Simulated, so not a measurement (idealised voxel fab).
process module | voxel lift off
Each square cell in cross-section cut measures 5 nm, and the section as a whole is 210 nm wide.
A cross-section in this document is a grid of square cells, and it is written down as bands, the top band listed before the ones below it; a band is made up of one or more rows of cells.
Band: top and bottom heights (nm) first, top before bottom; then materials from left to right, widths in nm. "everywhere" marks a sole material filling the band edge to edge. "air" denotes empty space.
Basically, 0 is our baseline, since under it the wafer straight out of the box is all one material. The bottom band has no lower end and keeps on going down, so it looks like "0 and below".
It should be noted that a width expressed as "30->40" varies in equal increments from row to row of cells within the band, taking the value of the first number at the top row and that of the second number at the bottom row.
Basically "left unchanged" means that step didn't change any cell in the cross-section.
In "Fully enclosed voids" the enclosed voids are listed, meaning empty spaces of 8 cells or larger without any opening to the top. The form is width x height at distance, distance from the left edge, units nm.
Read whatever lies past the settings on a step's line as the simulator's own remark about the step.
overlay nm: step with mask; distance mask lay right of planned place; negative value = left of planned place.

The following list gives the planned process steps
1) RECEIVE [material Si]
2) CONFORMAL_DEP [material SiO2] [thk nm 10]
3) PATTERN [tone open] [mask id LINES] [material resist] [width nm 20] [pitch nm 35] [thk nm 20] [overlay nm 0]
4) DIRECTIONAL_DEP [material Ru] [thk nm 10]
5) STRIP [etch materials resist]
6) CONFORMAL_DEP [material SiN] [thk nm 5]

Cross-section: wafer on arrival = after step 1
	0 and below: Si everywhere
	Fully enclosed voids: none

Cross-section taken at module completion on the first of two wafers; processed per the plan
	25 down to 20: 70 air | 30 SiN | 5 air | 30 SiN | 75 air
	20 down to 15: 70 air | 5 SiN | 20 Ru | 5 SiN | 5 air | 5 SiN | 20 Ru | 5 SiN | 75 air
	15 down to 10: 75 SiN | 20 Ru | 15 SiN | 20 Ru | 80 SiN
	10 down to 0: SiO2 everywhere
	0 and below: Si everywhere
	Fully enclosed voids: none

Second of two wafers, module complete, sectioned: it shares the first wafer's start and plan but was run with one mistake
	25 down to 20: 60 air | 30 SiN | 5 air | 30 SiN | 85 air
	20 down to 15: 60 air | 5 SiN | 20 Ru | 5 SiN | 5 air | 5 SiN | 20 Ru | 5 SiN | 85 air
	15 down to 10: 65 SiN | 20 Ru | 15 SiN | 20 Ru | 90 SiN
	10 down to 0: SiO2 everywhere
	0 and below: Si everywhere
	Fully enclosed voids: none
The mistake made against the process plan was this: the process deviated at step 3: the operation and settings actually run there were PATTERN [tone open] [mask id LINES] [material resist] [width nm 20] [pitch nm 35] [thk nm 20] [overlay nm -10]
Both wafers, final: cells per material equal; arrangement not.
